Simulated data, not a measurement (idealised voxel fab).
Process module, titled voxel tone inversion
The figure presents cross-section cut, which has a width of 220 nm and is divided into square cells with an edge length of 5 nm.
Heads up, the way a cross-section reads in here is a grid of square cells, handed over as bands from the top down, with every band being one or more rows of cells. First you get the band's top height and its bottom height, in nm, and then the materials it's made of, left to right, with each width in nm. If you see a single material with "throughout", that one covers the band edge to edge. "blank" is empty space. Note: height 0 marks the level under which the wafer is uniformly one material as received. Lowest band unbounded below, written "0 down". A two-number width, for instance "30 to 40", indicates that the width is equal to the first number in the top row of the band and to the second number in the bottom row, and that it changes by a constant amount per row of cells. Where a step carries "stayed the same", the cross-section came out of it unchanged, cell for cell. You'll see "Closed void entries" listing empty spaces that have no way open to the top, as long as they're 8 cells or more; the notation is width x height at distance, where the distance is from the left edge, and all of it is in nm. It should be noted that, on the line of a given step, the content following the step's settings is a remark produced by the simulator itself with respect to that step. "overlay nm" denotes, for a step that has a mask, the displacement of the mask to the right of its planned place, with negative values corresponding to the left.
LISTED BELOW ARE THE PROCESS STEPS AS PLANNED
1,RECEIVE,material Si
2,CONFORMAL_DEP,material SiN,thk nm 5
3,DIRECTIONAL_DEP,material polySi,thk nm 15
4,PATTERN,tone cover,mask id POSTS,material resist,width nm 20,pitch nm 40,thk nm 25,overlay nm 0
5,DIRECTIONAL_ETCH,etch materials polySi,depth nm 15
6,STRIP,etch materials resist
7,FILL_DEP,material lowk,thk nm 10
8,CMP,height nm 20
9,STRIP,etch materials polySi
FIRST WAFER, TWO IN TOTAL, RUN AS PLANNED
WAFER CROSS-SECTION ON RECEIPT, I.E. AFTER STEP 1
- 0 down = Si throughout
- Closed void entries: none
SO THIS IS THE WAFER CROSS-SECTION RIGHT AFTER STEP 2
- 5 to 0 = SiN throughout
- Lower than 0, everything is as it was.
SO THIS IS THE WAFER CROSS-SECTION RIGHT AFTER STEP 3
- 20 to 5 = polySi throughout
- Lower than 5, everything is as it was.
SO THIS IS THE WAFER CROSS-SECTION RIGHT AFTER STEP 4
- 45 to 20 = blank: 60, then resist: 20, then blank: 20, then resist: 20, then blank: 20, then resist: 20, then blank: 60
- Lower than 20, everything is as it was.
SO THIS IS THE WAFER CROSS-SECTION RIGHT AFTER STEP 5
- 45 to 20 = blank: 60, then resist: 20, then blank: 20, then resist: 20, then blank: 20, then resist: 20, then blank: 60
- 20 to 5 = blank: 60, then polySi: 20, then blank: 20, then polySi: 20, then blank: 20, then polySi: 20, then blank: 60
- Lower than 5, everything is as it was.
SO THIS IS THE WAFER CROSS-SECTION RIGHT AFTER STEP 6
- 20 to 5 = blank: 60, then polySi: 20, then blank: 20, then polySi: 20, then blank: 20, then polySi: 20, then blank: 60
- Lower than 5, everything is as it was.
SO THIS IS THE WAFER CROSS-SECTION RIGHT AFTER STEP 7
- 30 to 20 = lowk throughout
- 20 to 5 = lowk: 60, then polySi: 20, then lowk: 20, then polySi: 20, then lowk: 20, then polySi: 20, then lowk: 60
- Lower than 5, everything is as it was.
SO THIS IS THE WAFER CROSS-SECTION RIGHT AFTER STEP 8
- 20 to 5 = lowk: 60, then polySi: 20, then lowk: 20, then polySi: 20, then lowk: 20, then polySi: 20, then lowk: 60
- Lower than 5, everything is as it was.
SO THIS IS THE WAFER CROSS-SECTION RIGHT AFTER STEP 9
- 20 to 5 = lowk: 60, then blank: 20, then lowk: 20, then blank: 20, then lowk: 20, then blank: 20, then lowk: 60
- Lower than 5, everything is as it was.
THE SECOND WAFER BEGAN EXACTLY AS THE FIRST DID AND FOLLOWED THE SAME PLAN, BUT ONE MISTAKE WAS MADE WHILE RUNNING IT; THROUGH STEP 7 INCLUSIVE, THE TWO WAFERS ARE IDENTICAL
SECOND WAFER: CROSS-SECTION AT THE SCHEDULED END OF STEP 8
- 10 to 5 = lowk: 60, then polySi: 20, then lowk: 20, then polySi: 20, then lowk: 20, then polySi: 20, then lowk: 60
- Lower than 5, everything is as it was.
SECOND WAFER: CROSS-SECTION AT THE SCHEDULED END OF STEP 9
- 10 to 5 = lowk: 60, then blank: 20, then lowk: 20, then blank: 20, then lowk: 20, then blank: 20, then lowk: 60
- Lower than 5, everything is as it was.
Diagnosis: heads up, step 8 didn't go per plan, it actually ran as CMP,height nm 10
The final cell counts differ between the wafers, with the second having more or fewer of some materials than the first: 64 fewer of lowk
